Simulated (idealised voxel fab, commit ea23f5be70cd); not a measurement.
This section sets out a process module, namely voxel lift off.
Each square cell in cross-section cut measures 5 nm, and the section as a whole is 235 nm wide.
Square cells in a grid make up a cross-section in this document, and the grid is given as bands, listed from the top down, each one or more rows of cells.
Heads up on the band format: heights come first, top then bottom, in nm. After that it's the materials left to right, each with its width in nm. A single material flagged "edge to edge" fills the whole band edge to edge, and "air" means there's empty space there.
Where do heights start? At 0: under that level the wafer as delivered is made of one material only. And the lowest band has no floor; it just carries on downward, as in "from 0 down".
A width given as "30..40" starts at the first number in the band's top row and ends at the second number in its bottom row, shifting by an equal amount at every step from row to row.
"nothing changed" (step): cross-section cells unchanged, all of them.
This entry, "Fully sealed cavities", enumerates those empty regions of no fewer than 8 cells that possess no open connection to the top. Each region is reported in the form width x height at distance, the distance being taken from the left edge, with all three quantities expressed in nm.
Past the settings on a step's line: simulator remark, on that step.
A step line may carry the setting "overlay nm", which, for steps involving a mask, states the distance by which the mask lay to the right of its intended position; negative values denote displacement to the left.
## Process steps - plan
1,RECEIVE, material Si
2,CONFORMAL_DEP, material SiN, thk nm 10
3,PATTERN, tone open, mask id LINES, material resist, width nm 25, pitch nm 40, thk nm 30, overlay nm 0
4,DIRECTIONAL_DEP, material Ru, thk nm 15
5,STRIP, etch materials resist
6,CONFORMAL_DEP, material SiCN, thk nm 10
## So, the first of our two wafers, run just as we planned it
## Delivered wafer in cross-section: state after step 1
* from 0 down | Si edge to edge
* Fully sealed cavities: none
## Take a look at the wafer's cross-section after step 2
* from 10 to 0 | SiN edge to edge
* Beneath the level 0, the cross-section is identical to its previous state.
## Take a look at the wafer's cross-section after step 3
* from 40 to 10 | 85 nm resist, then 25 nm air, then 15 nm resist, then 25 nm air, then 85 nm resist
* Beneath the level 10, the cross-section is identical to its previous state.
## Take a look at the wafer's cross-section after step 4
* from 55 to 40 | 85 nm Ru, then 25 nm air, then 15 nm Ru, then 25 nm air, then 85 nm Ru
* from 40 to 25 | 85 nm resist, then 25 nm air, then 15 nm resist, then 25 nm air, then 85 nm resist
* from 25 to 10 | 85 nm resist, then 25 nm Ru, then 15 nm resist, then 25 nm Ru, then 85 nm resist
* Beneath the level 10, the cross-section is identical to its previous state.
## Take a look at the wafer's cross-section after step 5
* from 25 to 10 | 85 nm air, then 25 nm Ru, then 15 nm air, then 25 nm Ru, then 85 nm air
* Beneath the level 10, the cross-section is identical to its previous state.
## Take a look at the wafer's cross-section after step 6
* from 35 to 25 | 75 nm air, then 85 nm SiCN, then 75 nm air
* from 25 to 20 | 75 nm air, then 10 nm SiCN, then 25 nm Ru, then 15 nm SiCN, then 25 nm Ru, then 10 nm SiCN, then 75 nm air
* from 20 to 10 | 85 nm SiCN, then 25 nm Ru, then 15 nm SiCN, then 25 nm Ru, then 85 nm SiCN
* Beneath the level 10, the cross-section is identical to its previous state.
## Wafer two: like wafer one in start and plan, but with one mistake in execution; identical up to and including step 3
## Second wafer, cut view, end of step 4 per plan
* from 65 to 40 | 85 nm Ru, then 25 nm air, then 15 nm Ru, then 25 nm air, then 85 nm Ru
* from 40 to 35 | 85 nm resist, then 25 nm air, then 15 nm resist, then 25 nm air, then 85 nm resist
* from 35 to 10 | 85 nm resist, then 25 nm Ru, then 15 nm resist, then 25 nm Ru, then 85 nm resist
* Beneath the level 10, the cross-section is identical to its previous state.
## Second wafer, cut view, end of step 5 per plan
* from 35 to 10 | 85 nm air, then 25 nm Ru, then 15 nm air, then 25 nm Ru, then 85 nm air
* Beneath the level 10, the cross-section is identical to its previous state.
## Second wafer, cut view, end of step 6 per plan
* from 45 to 35 | 75 nm air, then 85 nm SiCN, then 75 nm air
* from 35 to 20 | 75 nm air, then 10 nm SiCN, then 25 nm Ru, then 15 nm SiCN, then 25 nm Ru, then 10 nm SiCN, then 75 nm air
* from 20 to 10 | 85 nm SiCN, then 25 nm Ru, then 15 nm SiCN, then 25 nm Ru, then 85 nm SiCN
* Beneath the level 10, the cross-section is identical to its previous state.
Heads up, the wafer didn't run the way we planned it: step 4 ran with different settings than intended, the actual operation and settings being DIRECTIONAL_DEP, material Ru, thk nm 25
Materials where the second wafer ends with more or fewer cells than the first: Ru: 20 more, SiCN: 14 more
